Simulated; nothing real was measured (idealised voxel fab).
The following is a process module called voxel gate over fins.
This is section cut - it's 230 nm across, gridded in 5 nm square cells.
Format of a cross-section: grid, square cells. Given as bands. Order: top down. Band: one or more rows of cells. Band: top height; bottom height; in nm. Then, left to right: material with width in nm, for each material. "all across": a single material spanning edge to edge. "air": empty space. Height datum 0, below which the as-received substrate wafer is one material. Lowest band open at the bottom, running downward: "0 nm and below". Width spec "30->40" -> top row of cells at first value, bottom row at second value, equal per-row change in between. The designation "nothing was modified", where it is given for a processing step, indicates that no cell of the cross-section was altered in the course of that step. Enclosed voids (no open way to top), threshold 8 cells or more, entry "Closed void inventory", notation width x height at distance, distance from left edge, nm. Anything after a step's settings on that line? It's the simulator's own note about the step. If you see "overlay nm" on a step's line and that step has a mask, it's telling you how far right of where it was planned the mask ended up; a negative number means it went left instead.
# Steps in the process plan
1: RECEIVE: material Si
2: CONFORMAL_DEP: material SiN, thk nm 10
3: PATTERN: tone cover, mask id FINS, material resist, width nm 15, pitch nm 50, thk nm 15, overlay nm 0
4: DIRECTIONAL_ETCH: etch materials SiN, depth nm 10
5: DIRECTIONAL_ETCH: etch materials Si, depth nm 35
6: STRIP: etch materials resist
7: OXIDIZE: depth nm 5
8: FILL_DEP: material SiO2, thk nm 5
9: CMP: height nm 10
10: DIRECTIONAL_DEP: material aC, thk nm 10
11: PATTERN: tone open, mask id RAIL, material resist, width nm 15, thk nm 30, overlay nm 0
12: DIRECTIONAL_ETCH: etch materials aC, depth nm 10
13: STRIP: etch materials resist
14: DIRECTIONAL_ETCH: etch materials SiO2, depth nm 40
15: STRIP: etch materials aC
16: CONFORMAL_DEP: material TiN, thk nm 5
17: FILL_DEP: material W, thk nm 10
18: CMP: height nm 10
19: SELECTIVE_ETCH: etch materials W Ru TiN, depth nm 25
20: FILL_DEP: material SiO2, thk nm 5
21: CMP: height nm 10
22: SELECTIVE_ETCH: etch materials SiO2, depth nm 20
23: STRIP: etch materials SiN
24: CONFORMAL_DEP: material HfO2, thk nm 5
25: CONFORMAL_DEP: material TiN, thk nm 5
26: CONFORMAL_DEP: material TiAl, thk nm 5
27: CONFORMAL_DEP: material TiN, thk nm 5
28: FILL_DEP: material W, thk nm 15
29: CMP: height nm 30
30: CONFORMAL_DEP: material SiCN, thk nm 5
# First of two wafers, processed according to plan
# Shown in cross-section is the wafer as received, that is, as it stands after step 1
- 0 nm and below  Si all across
- Closed void inventory: none
# Step 2 complete: cross-section through the wafer
- 10 nm to 0 nm  SiN all across
- Under the height 0 nothing was changed.
# Step 3 complete: cross-section through the wafer
- 25 nm to 10 nm  55 nm air; 15 nm resist; 35 nm air; 15 nm resist; 35 nm air; 15 nm resist; 60 nm air
- Under the height 10 nothing was changed.
# Step 4 complete: cross-section through the wafer
- 25 nm to 10 nm  55 nm air; 15 nm resist; 35 nm air; 15 nm resist; 35 nm air; 15 nm resist; 60 nm air
- 10 nm to 0 nm  55 nm air; 15 nm SiN; 35 nm air; 15 nm SiN; 35 nm air; 15 nm SiN; 60 nm air
- Under the height 0 nothing was changed.
# Step 5 complete: cross-section through the wafer
- 25 nm to 10 nm  55 nm air; 15 nm resist; 35 nm air; 15 nm resist; 35 nm air; 15 nm resist; 60 nm air
- 10 nm to 0 nm  55 nm air; 15 nm SiN; 35 nm air; 15 nm SiN; 35 nm air; 15 nm SiN; 60 nm air
- 0 nm to -35 nm  55 nm air; 15 nm Si; 35 nm air; 15 nm Si; 35 nm air; 15 nm Si; 60 nm air
- Under the height -35 nothing was changed.
# Step 6 complete: cross-section through the wafer
- 10 nm to 0 nm  55 nm air; 15 nm SiN; 35 nm air; 15 nm SiN; 35 nm air; 15 nm SiN; 60 nm air
- Under the height 0 nothing was changed.
# Step 7 complete: cross-section through the wafer
- 10 nm to 0 nm  55 nm air; 15 nm SiN; 35 nm air; 15 nm SiN; 35 nm air; 15 nm SiN; 60 nm air
- 0 nm to -35 nm  55 nm air; 5 nm SiO2; 5 nm Si; 5 nm SiO2; 35 nm air; 5 nm SiO2; 5 nm Si; 5 nm SiO2; 35 nm air; 5 nm SiO2; 5 nm Si; 5 nm SiO2; 60 nm air
- -35 nm to -40 nm  60 nm SiO2; 5 nm Si; 45 nm SiO2; 5 nm Si; 45 nm SiO2; 5 nm Si; 65 nm SiO2
- Under the height -40 nothing was changed.
# Step 8 complete: cross-section through the wafer
- 15 nm to 10 nm  SiO2 all across
- 10 nm to 0 nm  55 nm SiO2; 15 nm SiN; 35 nm SiO2; 15 nm SiN; 35 nm SiO2; 15 nm SiN; 60 nm SiO2
- 0 nm to -40 nm  60 nm SiO2; 5 nm Si; 45 nm SiO2; 5 nm Si; 45 nm SiO2; 5 nm Si; 65 nm SiO2
- Under the height -40 nothing was changed.
# Step 9 complete: cross-section through the wafer
- 10 nm to 0 nm  55 nm SiO2; 15 nm SiN; 35 nm SiO2; 15 nm SiN; 35 nm SiO2; 15 nm SiN; 60 nm SiO2
- Under the height 0 nothing was changed.
# Step 10 complete: cross-section through the wafer
- 20 nm to 10 nm  aC all across
- Under the height 10 nothing was changed.
# Step 11 complete: cross-section through the wafer
- 50 nm to 20 nm  80 nm resist; 15 nm air; 135 nm resist
- Under the height 20 nothing was changed.
# Step 12 complete: cross-section through the wafer
- 40 nm to 20 nm  80 nm resist; 15 nm air; 135 nm resist
- 20 nm to 10 nm  80 nm aC; 15 nm air; 135 nm aC
- Under the height 10 nothing was changed.
# Step 13 complete: cross-section through the wafer
- 20 nm to 10 nm  80 nm aC; 15 nm air; 135 nm aC
- Under the height 10 nothing was changed.
# Step 14 complete: cross-section through the wafer
- 20 nm to 10 nm  80 nm aC; 15 nm air; 135 nm aC
- 10 nm to 0 nm  55 nm SiO2; 15 nm SiN; 10 nm SiO2; 15 nm air; 10 nm SiO2; 15 nm SiN; 35 nm SiO2; 15 nm SiN; 60 nm SiO2
- 0 nm to -30 nm  60 nm SiO2; 5 nm Si; 15 nm SiO2; 15 nm air; 15 nm SiO2; 5 nm Si; 45 nm SiO2; 5 nm Si; 65 nm SiO2
- Under the height -30 nothing was changed.
# Step 15 complete: cross-section through the wafer
- 10 nm to 0 nm  55 nm SiO2; 15 nm SiN; 10 nm SiO2; 15 nm air; 10 nm SiO2; 15 nm SiN; 35 nm SiO2; 15 nm SiN; 60 nm SiO2
- Under the height 0 nothing was changed.
# Step 16 complete: cross-section through the wafer
- 15 nm to 10 nm  85 nm TiN; 5 nm air; 140 nm TiN
- 10 nm to 0 nm  55 nm SiO2; 15 nm SiN; 10 nm SiO2; 5 nm TiN; 5 nm air; 5 nm TiN; 10 nm SiO2; 15 nm SiN; 35 nm SiO2; 15 nm SiN; 60 nm SiO2
- 0 nm to -25 nm  60 nm SiO2; 5 nm Si; 15 nm SiO2; 5 nm TiN; 5 nm air; 5 nm TiN; 15 nm SiO2; 5 nm Si; 45 nm SiO2; 5 nm Si; 65 nm SiO2
- -25 nm to -30 nm  60 nm SiO2; 5 nm Si; 15 nm SiO2; 15 nm TiN; 15 nm SiO2; 5 nm Si; 45 nm SiO2; 5 nm Si; 65 nm SiO2
- Under the height -30 nothing was changed.
# Step 17 complete: cross-section through the wafer
- 25 nm to 15 nm  W all across
- 15 nm to 10 nm  85 nm TiN; 5 nm W; 140 nm TiN
- 10 nm to 0 nm  55 nm SiO2; 15 nm SiN; 10 nm SiO2; 5 nm TiN; 5 nm W; 5 nm TiN; 10 nm SiO2; 15 nm SiN; 35 nm SiO2; 15 nm SiN; 60 nm SiO2
- 0 nm to -25 nm  60 nm SiO2; 5 nm Si; 15 nm SiO2; 5 nm TiN; 5 nm W; 5 nm TiN; 15 nm SiO2; 5 nm Si; 45 nm SiO2; 5 nm Si; 65 nm SiO2
- Under the height -25 nothing was changed.
# Step 18 complete: cross-section through the wafer
- 10 nm to 0 nm  55 nm SiO2; 15 nm SiN; 10 nm SiO2; 5 nm TiN; 5 nm W; 5 nm TiN; 10 nm SiO2; 15 nm SiN; 35 nm SiO2; 15 nm SiN; 60 nm SiO2
- Under the height 0 nothing was changed.
# Step 19 complete: cross-section through the wafer
- 10 nm to 0 nm  55 nm SiO2; 15 nm SiN; 10 nm SiO2; 15 nm air; 10 nm SiO2; 15 nm SiN; 35 nm SiO2; 15 nm SiN; 60 nm SiO2
- 0 nm to -15 nm  60 nm SiO2; 5 nm Si; 15 nm SiO2; 15 nm air; 15 nm SiO2; 5 nm Si; 45 nm SiO2; 5 nm Si; 65 nm SiO2
- Under the height -15 nothing was changed.
# Step 20 complete: cross-section through the wafer
- 15 nm to 10 nm  SiO2 all across
- 10 nm to 0 nm  55 nm SiO2; 15 nm SiN; 35 nm SiO2; 15 nm SiN; 35 nm SiO2; 15 nm SiN; 60 nm SiO2
- 0 nm to -15 nm  60 nm SiO2; 5 nm Si; 45 nm SiO2; 5 nm Si; 45 nm SiO2; 5 nm Si; 65 nm SiO2
- Under the height -15 nothing was changed.
# Step 21 complete: cross-section through the wafer
- 10 nm to 0 nm  55 nm SiO2; 15 nm SiN; 35 nm SiO2; 15 nm SiN; 35 nm SiO2; 15 nm SiN; 60 nm SiO2
- Under the height 0 nothing was changed.
# Step 22 complete: cross-section through the wafer
- 10 nm to 0 nm  55 nm air; 15 nm SiN; 35 nm air; 15 nm SiN; 35 nm air; 15 nm SiN; 60 nm air
- 0 nm to -10 nm  60 nm air; 5 nm Si; 45 nm air; 5 nm Si; 45 nm air; 5 nm Si; 65 nm air
- Under the height -10 nothing was changed.
# Step 23 complete: cross-section through the wafer
- 0 nm to -10 nm  60 nm air; 5 nm Si; 45 nm air; 5 nm Si; 45 nm air; 5 nm Si; 65 nm air
- Under the height -10 nothing was changed.
# Step 24 complete: cross-section through the wafer
- 5 nm to 0 nm  55 nm air; 15 nm HfO2; 35 nm air; 15 nm HfO2; 35 nm air; 15 nm HfO2; 60 nm air
- 0 nm to -5 nm  55 nm air; 5 nm HfO2; 5 nm Si; 5 nm HfO2; 35 nm air; 5 nm HfO2; 5 nm Si; 5 nm HfO2; 35 nm air; 5 nm HfO2; 5 nm Si; 5 nm HfO2; 60 nm air
- -5 nm to -10 nm  60 nm HfO2; 5 nm Si; 45 nm HfO2; 5 nm Si; 45 nm HfO2; 5 nm Si; 65 nm HfO2
- Under the height -10 nothing was changed.
# Step 25 complete: cross-section through the wafer
- 10 nm to 5 nm  50 nm air; 25 nm TiN; 25 nm air; 25 nm TiN; 25 nm air; 25 nm TiN; 55 nm air
- 5 nm to 0 nm  50 nm air; 5 nm TiN; 15 nm HfO2; 5 nm TiN; 25 nm air; 5 nm TiN; 15 nm HfO2; 5 nm TiN; 25 nm air; 5 nm TiN; 15 nm HfO2; 5 nm TiN; 55 nm air
- 0 nm to -5 nm  55 nm TiN; 5 nm HfO2; 5 nm Si; 5 nm HfO2; 35 nm TiN; 5 nm HfO2; 5 nm Si; 5 nm HfO2; 35 nm TiN; 5 nm HfO2; 5 nm Si; 5 nm HfO2; 60 nm TiN
- Under the height -5 nothing was changed.
# Step 26 complete: cross-section through the wafer
- 15 nm to 10 nm  45 nm air; 35 nm TiAl; 15 nm air; 35 nm TiAl; 15 nm air; 35 nm TiAl; 50 nm air
- 10 nm to 5 nm  45 nm air; 5 nm TiAl; 25 nm TiN; 5 nm TiAl; 15 nm air; 5 nm TiAl; 25 nm TiN; 5 nm TiAl; 15 nm air; 5 nm TiAl; 25 nm TiN; 5 nm TiAl; 50 nm air
- 5 nm to 0 nm  50 nm TiAl; 5 nm TiN; 15 nm HfO2; 5 nm TiN; 25 nm TiAl; 5 nm TiN; 15 nm HfO2; 5 nm TiN; 25 nm TiAl; 5 nm TiN; 15 nm HfO2; 5 nm TiN; 55 nm TiAl
- Under the height 0 nothing was changed.
# Step 27 complete: cross-section through the wafer
- 20 nm to 15 nm  40 nm air; 45 nm TiN; 5 nm air; 45 nm TiN; 5 nm air; 45 nm TiN; 45 nm air
- 15 nm to 10 nm  40 nm air; 5 nm TiN; 35 nm TiAl; 5 nm TiN; 5 nm air; 5 nm TiN; 35 nm TiAl; 5 nm TiN; 5 nm air; 5 nm TiN; 35 nm TiAl; 5 nm TiN; 45 nm air
- 10 nm to 5 nm  45 nm TiN; 5 nm TiAl; 25 nm TiN; 5 nm TiAl; 15 nm TiN; 5 nm TiAl; 25 nm TiN; 5 nm TiAl; 15 nm TiN; 5 nm TiAl; 25 nm TiN; 5 nm TiAl; 50 nm TiN
- Under the height 5 nothing was changed.
# Step 28 complete: cross-section through the wafer
- 35 nm to 20 nm  W all across
- 20 nm to 15 nm  40 nm W; 45 nm TiN; 5 nm W; 45 nm TiN; 5 nm W; 45 nm TiN; 45 nm W
- 15 nm to 10 nm  40 nm W; 5 nm TiN; 35 nm TiAl; 5 nm TiN; 5 nm W; 5 nm TiN; 35 nm TiAl; 5 nm TiN; 5 nm W; 5 nm TiN; 35 nm TiAl; 5 nm TiN; 45 nm W
- Under the height 10 nothing was changed.
# Step 29 complete: cross-section through the wafer
- 30 nm to 20 nm  W all across
- Under the height 20 nothing was changed.
# Step 30 complete: cross-section through the wafer
- 35 nm to 30 nm  SiCN all across
- Under the height 30 nothing was changed.
# Second wafer, same starting conditions and recipe as the first, one mistake in executing it, nothing differs from the first up to and including step 25
Cross-section of the second wafer corresponding to the planned conclusion of step 26: nothing was modified
# Cross-section of the second wafer corresponding to the planned conclusion of step 27
- 15 nm to 5 nm  45 nm air; 35 nm TiN; 15 nm air; 35 nm TiN; 15 nm air; 35 nm TiN; 50 nm air
- 5 nm to 0 nm  55 nm TiN; 15 nm HfO2; 35 nm TiN; 15 nm HfO2; 35 nm TiN; 15 nm HfO2; 60 nm TiN
- Under the height 0 nothing was changed.
# Cross-section of the second wafer corresponding to the planned conclusion of step 28
- 30 nm to 15 nm  W all across
- 15 nm to 5 nm  45 nm W; 35 nm TiN; 15 nm W; 35 nm TiN; 15 nm W; 35 nm TiN; 50 nm W
- Under the height 5 nothing was changed.
Cross-section of the second wafer corresponding to the planned conclusion of step 29: nothing was modified
# Cross-section of the second wafer corresponding to the planned conclusion of step 30
- 35 nm to 30 nm  SiCN all across
- Under the height 30 nothing was changed.
Run error: skipped: plan step 26 (never run)
Wrapping up, a cell-based count of both wafers puts the second over or under the first for these materials: 58 fewer of TiAl; 58 more of W
